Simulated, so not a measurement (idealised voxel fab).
process module | voxel ribs on slabs
cross-section cut | 200 nm wide | cells 5 nm
A cross-section is a grid of square cells, given in bands from the top down. A band is one or more rows of cells.
Each band's line starts with the height of the band's top and of its bottom, in nm. Then come its materials from left to right, each with its width in nm. One material with "throughout" fills the band from edge to edge. "air" is empty space.
Height 0 is the level under which the wafer as received is all one material. The lowest band goes on downwards, as in "0 down".
A width such as "30 to 40" changes by the same amount from each row of cells to the next, from the band's top row to its bottom row.
"no change" after a step means that no cell of the cross-section changed.
closed voids: empty space of 8 cells or more with no open way to the top, each as width x height at its distance from the left edge, in nm
after a step's settings: what the simulator itself notes on the step
overlay nm, on a step with a mask: how far to the right of its planned place the mask lay; to the left if negative
plan
1 op RECEIVE | material Si
2 op DIRECTIONAL_DEP | material SiO2 | thk nm 20
3 op DIRECTIONAL_DEP | material SiN | thk nm 25
4 op PATTERN | tone cover | mask id RIB | material resist | width nm 20 | thk nm 20 | overlay nm 0
5 op DIRECTIONAL_ETCH | etch materials SiN | depth nm 5
6 op STRIP | etch materials resist
7 op PATTERN | tone cover | mask id SLAB | material resist | width nm 80 | thk nm 15 | overlay nm 0
8 op DIRECTIONAL_ETCH | etch materials SiN | depth nm 20
9 op STRIP | etch materials resist
10 op FILL_DEP | material SiO2 | thk nm 30
11 op CMP | height nm 65
12 op DIRECTIONAL_DEP | material W | thk nm 10
13 op MASKED_ETCH | tone cover | mask id HEATER | width nm 30 | etch materials W | depth nm 10 | overlay nm 0
14 op CONFORMAL_DEP | material SiO2 | thk nm 10
as received, after step 1
  0 down: Si throughout
  closed voids: none
a wafer at the end: this start, this plan, one mistake
  85 to 75: air 75 | SiO2 50 | air 75
  75 to 65: SiO2 85 | W 30 | SiO2 85
  65 to 20: SiN throughout
  20 to 0: SiO2 throughout
  0 down: Si throughout
  closed voids: none
what went wrong: step 10 ran as: op FILL_DEP | material SiN | thk nm 30
